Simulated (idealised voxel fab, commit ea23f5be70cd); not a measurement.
process module | voxel ribs on slabs
cross-section cut | 295 nm wide | cells 5 nm
A cross-section is a grid of square cells, given in bands from the top down. A band is one or more rows of cells.
Each band's line starts with the height of the band's top and of its bottom, in nm. Then come its materials from left to right, each with its width in nm. One material with "throughout" fills the band from edge to edge. "air" is empty space.
Height 0 is the level under which the wafer as received is all one material. The lowest band goes on downwards, as in "0 down".
A width such as "30 to 40" changes by the same amount from each row of cells to the next, from the band's top row to its bottom row.
"no change" after a step means that no cell of the cross-section changed.
closed voids: empty space of 8 cells or more with no open way to the top, each as width x height at its distance from the left edge, in nm
after a step's settings: what the simulator itself notes on the step
overlay nm, on a step with a mask: how far to the right of its planned place the mask lay; to the left if negative
plan
1 op RECEIVE | material Si
2 op DIRECTIONAL_DEP | material SiO2 | thk nm 25
3 op DIRECTIONAL_DEP | material SiN | thk nm 20
4 op MASKED_ETCH | tone cover | mask id RIB | width nm 15 | etch materials SiN | depth nm 10 | overlay nm 0
5 op PATTERN | tone cover | mask id SLAB | material resist | width nm 55 | thk nm 15 | overlay nm 0
6 op DIRECTIONAL_ETCH | etch materials SiN | depth nm 10
7 op STRIP | etch materials resist
8 op FILL_DEP | material SiO2 | thk nm 25
9 op CMP | height nm 60
10 op DIRECTIONAL_DEP | material TiN | thk nm 10
11 op DIRECTIONAL_DEP | material aC | thk nm 15
12 op PATTERN | tone cover | mask id HEATER | material resist | width nm 25 | thk nm 30 | overlay nm 0
13 op DIRECTIONAL_ETCH | etch materials aC | depth nm 15
14 op STRIP | etch materials resist
15 op DIRECTIONAL_ETCH | etch materials TiN | depth nm 10
16 op STRIP | etch materials aC
17 op CONFORMAL_DEP | material SiN | thk nm 10
as received, after step 1
  0 down: Si throughout
  closed voids: none
first wafer at the end, as planned
  80 to 70: air 125 | SiN 45 | air 125
  70 to 60: SiN 135 | TiN 25 | SiN 135
  60 to 45: SiO2 throughout
  45 to 35: SiO2 140 | SiN 15 | SiO2 140
  35 to 25: SiO2 120 | SiN 55 | SiO2 120
  25 to 0: SiO2 throughout
  0 down: Si throughout
  closed voids: none
second wafer at the end: like start, like plan, one mistake
  80 to 70: air 125 | SiN 45 | air 125
  70 to 60: SiN 135 | TiN 25 | SiN 135
  60 to 45: SiO2 throughout
  45 to 35: SiO2 140 | SiN 15 | SiO2 140
  35 to 25: SiO2 125 | SiN 45 | SiO2 125
  25 to 0: SiO2 throughout
  0 down: Si throughout
  closed voids: none
what went wrong: step 5 ran as: op PATTERN | tone cover | mask id SLAB | material resist | width nm 45 | thk nm 15 | overlay nm 0
at the end the second wafer has, in cells: 4 fewer of SiN | 4 more of SiO2
